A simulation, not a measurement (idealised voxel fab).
Process module heading - voxel capacitor over wiring
Displayed cross-section: cut, width of 235 nm, square cells sized 5 nm.
Cross-section = grid of square cells, listed top down in bands; band = one or more rows.
Top, bottom (nm), then materials left to right with widths (nm); lone material tagged "everywhere" fills the whole band edge to edge; "blank" = empty space.
Note: height 0 marks the level under which the wafer is uniformly one material as received. Lowest band unbounded below, written "0 -> down".
When a width is written as two numbers, as in "30->40", the first number is the width in the top row of cells of the band and the second is the width in its bottom row, and the width changes by the same amount from each row to the next.
"remained the same" for a step: no cell of the cross-section changed in that step.
Look at "Enclosed internal cavities" for the closed voids: empty spaces with no open path to the top, sized 8 cells or up. Each is width x height at distance, distance from the left edge, all nm.
Heads up: the bit after the settings on a step's line is the simulator's remark on that step.
overlay nm: for a step with a mask, the amount by which the mask lay right of where it was planned; a negative amount means left of it.

[The steps planned for the process are as follows]
- 1: RECEIVE,material Si
- 2: CONFORMAL_DEP,material SiO2,thk nm 10
- 3: DIRECTIONAL_DEP,material TiN,thk nm 5
- 4: DIRECTIONAL_DEP,material Ru,thk nm 25
- 5: DIRECTIONAL_DEP,material aC,thk nm 10
- 6: PATTERN,tone cover,mask id METAL_1,material resist,width nm 30,pitch nm 90,thk nm 25,overlay nm 0
- 7: DIRECTIONAL_ETCH,etch materials aC,depth nm 10
- 8: STRIP,etch materials resist
- 9: DIRECTIONAL_ETCH,etch materials Ru,depth nm 25
- 10: DIRECTIONAL_ETCH,etch materials TiN,depth nm 5
- 11: STRIP,etch materials aC
- 12: CONFORMAL_DEP,material SiN,thk nm 5
- 13: FILL_DEP,material SiO2,thk nm 5
- 14: CMP,height nm 40
- 15: CONFORMAL_DEP,material SiCN,thk nm 5
- 16: DIRECTIONAL_DEP,material lowk,thk nm 10
- 17: DIRECTIONAL_DEP,material aC,thk nm 10
- 18: PATTERN,tone open,mask id PLUG_1,material resist,width nm 15,thk nm 25,overlay nm 0
- 19: DIRECTIONAL_ETCH,etch materials aC,depth nm 10
- 20: STRIP,etch materials resist
- 21: DIRECTIONAL_ETCH,etch materials lowk,depth nm 10
- 22: DIRECTIONAL_ETCH,etch materials SiCN,depth nm 5
- 23: STRIP,etch materials aC
- 24: EPI,material Ru,thk nm 10
- 25: EPI,material Ru,thk nm 5
- 26: DIRECTIONAL_DEP,material TiN,thk nm 10
- 27: DIRECTIONAL_DEP,material Al2O3,thk nm 5
- 28: DIRECTIONAL_DEP,material TiN,thk nm 10
- 29: PATTERN,tone cover,mask id UPPER_PLATE,material resist,width nm 65,thk nm 20,overlay nm 0
- 30: DIRECTIONAL_ETCH,etch materials TiN,depth nm 10
- 31: DIRECTIONAL_ETCH,etch materials Al2O3,depth nm 5
- 32: STRIP,etch materials resist
- 33: DIRECTIONAL_DEP,material aC,thk nm 15
- 34: PATTERN,tone cover,mask id LOWER_PLATE,material resist,width nm 75,thk nm 35,overlay nm 0
- 35: DIRECTIONAL_ETCH,etch materials aC,depth nm 15
- 36: STRIP,etch materials resist
- 37: DIRECTIONAL_ETCH,etch materials TiN,depth nm 10
- 38: STRIP,etch materials aC
- 39: FILL_DEP,material SiO2,thk nm 15
- 40: CMP,height nm 90
- 41: MASKED_ETCH,tone open,mask id PLUG_2,width nm 15,etch materials SiO2,depth nm 10,overlay nm 0
- 42: CONFORMAL_DEP,material TiN,thk nm 5
- 43: FILL_DEP,material W,thk nm 5
- 44: CMP,height nm 90
- 45: CONFORMAL_DEP,material SiCN,thk nm 5

[Delivered wafer in cross-section: state after step 1]
0 -> down: Si everywhere
Enclosed internal cavities: none

[Module complete - cross-section of the first of two wafers, run according to plan]
95 -> 90: SiCN everywhere
90 -> 85: 80 of SiO2, 5 of TiN, 5 of W, 5 of TiN, 140 of SiO2
85 -> 80: 80 of SiO2, 15 of TiN, 140 of SiO2
80 -> 70: 70 of SiO2, 65 of TiN, 100 of SiO2
70 -> 65: 70 of SiO2, 65 of Al2O3, 100 of SiO2
65 -> 55: 65 of SiO2, 75 of TiN, 95 of SiO2
55 -> 45: 70 of lowk, 15 of Ru, 150 of lowk
45 -> 40: 70 of SiCN, 15 of Ru, 150 of SiCN
40 -> 15: 50 of SiO2, 5 of SiN, 30 of Ru, 5 of SiN, 50 of SiO2, 5 of SiN, 30 of Ru, 5 of SiN, 55 of SiO2
15 -> 10: 55 of SiN, 30 of TiN, 60 of SiN, 30 of TiN, 60 of SiN
10 -> 0: SiO2 everywhere
0 -> down: Si everywhere
Enclosed internal cavities: none

[Cross-section, second wafer: same start as the first, same plan as the first, one mistake in running it; taken at the end of the module]
95 -> 90: SiCN everywhere
90 -> 85: 80 of SiO2, 5 of TiN, 5 of W, 5 of TiN, 140 of SiO2
85 -> 80: 80 of SiO2, 15 of TiN, 140 of SiO2
80 -> 70: 70 of SiO2, 15 of TiN, 45 of SiO2, 5 of TiN, 100 of SiO2
70 -> 65: 70 of SiO2, 15 of Al2O3, 45 of SiO2, 5 of Al2O3, 100 of SiO2
65 -> 55: 65 of SiO2, 75 of TiN, 95 of SiO2
55 -> 50: 40 of SiO2, 30 of Ru, 15 of lowk, 45 of Al2O3, 60 of Ru, 45 of SiO2
50 -> 45: 40 of SiO2, 30 of Ru, 15 of lowk, 45 of TiN, 60 of Ru, 45 of SiO2
45 -> 40: 40 of SiO2, 30 of Ru, 15 of SiCN, 45 of TiN, 60 of Ru, 45 of SiO2
40 -> 15: 50 of SiO2, 5 of SiN, 30 of Ru, 5 of SiN, 50 of SiO2, 5 of SiN, 30 of Ru, 5 of SiN, 55 of SiO2
15 -> 10: 55 of SiN, 30 of TiN, 60 of SiN, 30 of TiN, 60 of SiN
10 -> 0: SiO2 everywhere
0 -> down: Si everywhere
Enclosed internal cavities: none
So what did we get wrong on this run? step 18 off recipe, ran as PATTERN,tone cover,mask id PLUG_1,material resist,width nm 15,thk nm 25,overlay nm 0
Wafer comparison, final, in cells, second relative to first, materials more or fewer: 45 more of Ru; 41 fewer of SiCN; 78 more of SiO2; 82 fewer of lowk
